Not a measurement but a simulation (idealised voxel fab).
The document below concerns the process module designated voxel ribs on slabs.
Section shown: cut. Width: 155 nm. Cell size: 5 nm, square.
Format of a cross-section: grid, square cells. Given as bands. Order: top down. Band: one or more rows of cells. The entry gives the band's vertical extent as a top height and a bottom height in nm, then its horizontal make-up as materials from left to right, each with a width in nm. "empty" stands for empty space; a single material marked "throughout" fills the band edge to edge. Measure heights from 0. That's the level where, below it, the as-received wafer is all one material. The lowest band is bottomless and extends downward; write it as in "0..down". Top row gets the first number, bottom row gets the second, and each row in between changes by the same step: that is how a band width like "30->40" works. "nothing changed" -> step changed no cross-section cell. Voids not open to the top, 8 cells minimum: see "Enclosed internal cavities". Written width x height at distance; distance is from the left edge; nm. Past the settings on a step's line: simulator remark, on that step. overlay nm: mask right of planned place by this much (step with mask). Neg. = left.

[Process steps (planned)]
1) RECEIVE | material Si
2) DIRECTIONAL_DEP | material SiO2 | thk nm 25
3) DIRECTIONAL_DEP | material SiN | thk nm 25
4) DIRECTIONAL_DEP | material aC | thk nm 10
5) PATTERN | tone cover | mask id RIB | material resist | width nm 25 | thk nm 25 | overlay nm 0
6) DIRECTIONAL_ETCH | etch materials aC | depth nm 10
7) STRIP | etch materials resist
8) DIRECTIONAL_ETCH | etch materials SiN | depth nm 5
9) STRIP | etch materials aC
10) PATTERN | tone cover | mask id SLAB | material resist | width nm 65 | thk nm 15 | overlay nm 0
11) DIRECTIONAL_ETCH | etch materials SiN | depth nm 20
12) STRIP | etch materials resist
13) FILL_DEP | material SiO2 | thk nm 20
14) CMP | height nm 65
15) DIRECTIONAL_DEP | material TiN | thk nm 10
16) DIRECTIONAL_DEP | material aC | thk nm 10
17) PATTERN | tone cover | mask id HEATER | material resist | width nm 35 | thk nm 25 | overlay nm 0
18) DIRECTIONAL_ETCH | etch materials aC | depth nm 10
19) STRIP | etch materials resist
20) DIRECTIONAL_ETCH | etch materials TiN | depth nm 10
21) STRIP | etch materials aC
22) CONFORMAL_DEP | material SiO2 | thk nm 5

[So, the first of our two wafers, run just as we planned it]

[As received (post step 1): cross-section]
* 0..down: Si throughout
* Enclosed internal cavities: none

[Once step 2 is through, the wafer looks like this in cross-section]
* 25..0: SiO2 throughout
* Below 0, no change.

[Once step 3 is through, the wafer looks like this in cross-section]
* 50..25: SiN throughout
* Below 25, no change.

[Once step 4 is through, the wafer looks like this in cross-section]
* 60..50: aC throughout
* Below 50, no change.

[Once step 5 is through, the wafer looks like this in cross-section]
* 85..60: empty=65  resist=25  empty=65
* Below 60, no change.

[Once step 6 is through, the wafer looks like this in cross-section]
* 75..60: empty=65  resist=25  empty=65
* 60..50: empty=65  aC=25  empty=65
* Below 50, no change.

[Once step 7 is through, the wafer looks like this in cross-section]
* 60..50: empty=65  aC=25  empty=65
* Below 50, no change.

[Once step 8 is through, the wafer looks like this in cross-section]
* 60..50: empty=65  aC=25  empty=65
* 50..45: empty=65  SiN=25  empty=65
* Below 45, no change.

[Once step 9 is through, the wafer looks like this in cross-section]
* 50..45: empty=65  SiN=25  empty=65
* Below 45, no change.

[Once step 10 is through, the wafer looks like this in cross-section]
* 65..50: empty=45  resist=65  empty=45
* 50..45: empty=45  resist=20  SiN=25  resist=20  empty=45
* Below 45, no change.

[Once step 11 is through, the wafer looks like this in cross-section]
* 65..50: empty=45  resist=65  empty=45
* 50..45: empty=45  resist=20  SiN=25  resist=20  empty=45
* 45..25: empty=45  SiN=65  empty=45
* Below 25, no change.

[Once step 12 is through, the wafer looks like this in cross-section]
* 50..45: empty=65  SiN=25  empty=65
* Below 45, no change.

[Once step 13 is through, the wafer looks like this in cross-section]
* 70..50: SiO2 throughout
* 50..45: SiO2=65  SiN=25  SiO2=65
* 45..25: SiO2=45  SiN=65  SiO2=45
* Below 25, no change.

[Once step 14 is through, the wafer looks like this in cross-section]
* 65..50: SiO2 throughout
* Below 50, no change.

[Once step 15 is through, the wafer looks like this in cross-section]
* 75..65: TiN throughout
* Below 65, no change.

[Once step 16 is through, the wafer looks like this in cross-section]
* 85..75: aC throughout
* Below 75, no change.

[Once step 17 is through, the wafer looks like this in cross-section]
* 110..85: empty=60  resist=35  empty=60
* Below 85, no change.

[Once step 18 is through, the wafer looks like this in cross-section]
* 100..85: empty=60  resist=35  empty=60
* 85..75: empty=60  aC=35  empty=60
* Below 75, no change.

[Once step 19 is through, the wafer looks like this in cross-section]
* 85..75: empty=60  aC=35  empty=60
* Below 75, no change.

[Once step 20 is through, the wafer looks like this in cross-section]
* 85..75: empty=60  aC=35  empty=60
* 75..65: empty=60  TiN=35  empty=60
* Below 65, no change.

[Once step 21 is through, the wafer looks like this in cross-section]
* 75..65: empty=60  TiN=35  empty=60
* Below 65, no change.

[Once step 22 is through, the wafer looks like this in cross-section]
* 80..75: empty=55  SiO2=45  empty=55
* 75..70: empty=55  SiO2=5  TiN=35  SiO2=5  empty=55
* 70..65: SiO2=60  TiN=35  SiO2=60
* Below 65, no change.

[Second wafer: same start and same plan as the first, one execution error; identical to the first through step 7]

[Cross-section of the second wafer at the time step 8 of the plan should have ended]
* 60..50: empty=65  aC=25  empty=65
* 50..35: empty=65  SiN=25  empty=65
* Below 35, no change.

[Cross-section of the second wafer at the time step 9 of the plan should have ended]
* 50..35: empty=65  SiN=25  empty=65
* Below 35, no change.

[Cross-section of the second wafer at the time step 10 of the plan should have ended]
* 65..50: empty=45  resist=65  empty=45
* 50..35: empty=45  resist=20  SiN=25  resist=20  empty=45
* Below 35, no change.

[Cross-section of the second wafer at the time step 11 of the plan should have ended]
* 65..50: empty=45  resist=65  empty=45
* 50..35: empty=45  resist=20  SiN=25  resist=20  empty=45
* 35..25: empty=45  SiN=65  empty=45
* Below 25, no change.

[Cross-section of the second wafer at the time step 12 of the plan should have ended]
* 50..35: empty=65  SiN=25  empty=65
* Below 35, no change.

[Cross-section of the second wafer at the time step 13 of the plan should have ended]
* 70..50: SiO2 throughout
* 50..35: SiO2=65  SiN=25  SiO2=65
* 35..25: SiO2=45  SiN=65  SiO2=45
* Below 25, no change.

[Cross-section of the second wafer at the time step 14 of the plan should have ended]
* 65..50: SiO2 throughout
* Below 50, no change.

[Cross-section of the second wafer at the time step 15 of the plan should have ended]
* 75..65: TiN throughout
* Below 65, no change.

[Cross-section of the second wafer at the time step 16 of the plan should have ended]
* 85..75: aC throughout
* Below 75, no change.

[Cross-section of the second wafer at the time step 17 of the plan should have ended]
* 110..85: empty=60  resist=35  empty=60
* Below 85, no change.

[Cross-section of the second wafer at the time step 18 of the plan should have ended]
* 100..85: empty=60  resist=35  empty=60
* 85..75: empty=60  aC=35  empty=60
* Below 75, no change.

[Cross-section of the second wafer at the time step 19 of the plan should have ended]
* 85..75: empty=60  aC=35  empty=60
* Below 75, no change.

[Cross-section of the second wafer at the time step 20 of the plan should have ended]
* 85..75: empty=60  aC=35  empty=60
* 75..65: empty=60  TiN=35  empty=60
* Below 65, no change.

[Cross-section of the second wafer at the time step 21 of the plan should have ended]
* 75..65: empty=60  TiN=35  empty=60
* Below 65, no change.

[Cross-section of the second wafer at the time step 22 of the plan should have ended]
* 80..75: empty=55  SiO2=45  empty=55
* 75..70: empty=55  SiO2=5  TiN=35  SiO2=5  empty=55
* 70..65: SiO2=60  TiN=35  SiO2=60
* Below 65, no change.
What went wrong in running the wafer? so step 8 ended up running with a different setting than we planned, it ran as DIRECTIONAL_ETCH | etch materials SiN | depth nm 15
Bottom line after processing is that, in cells, the second wafer is up or down on some materials versus the first: 16 fewer of SiN | 16 more of SiO2
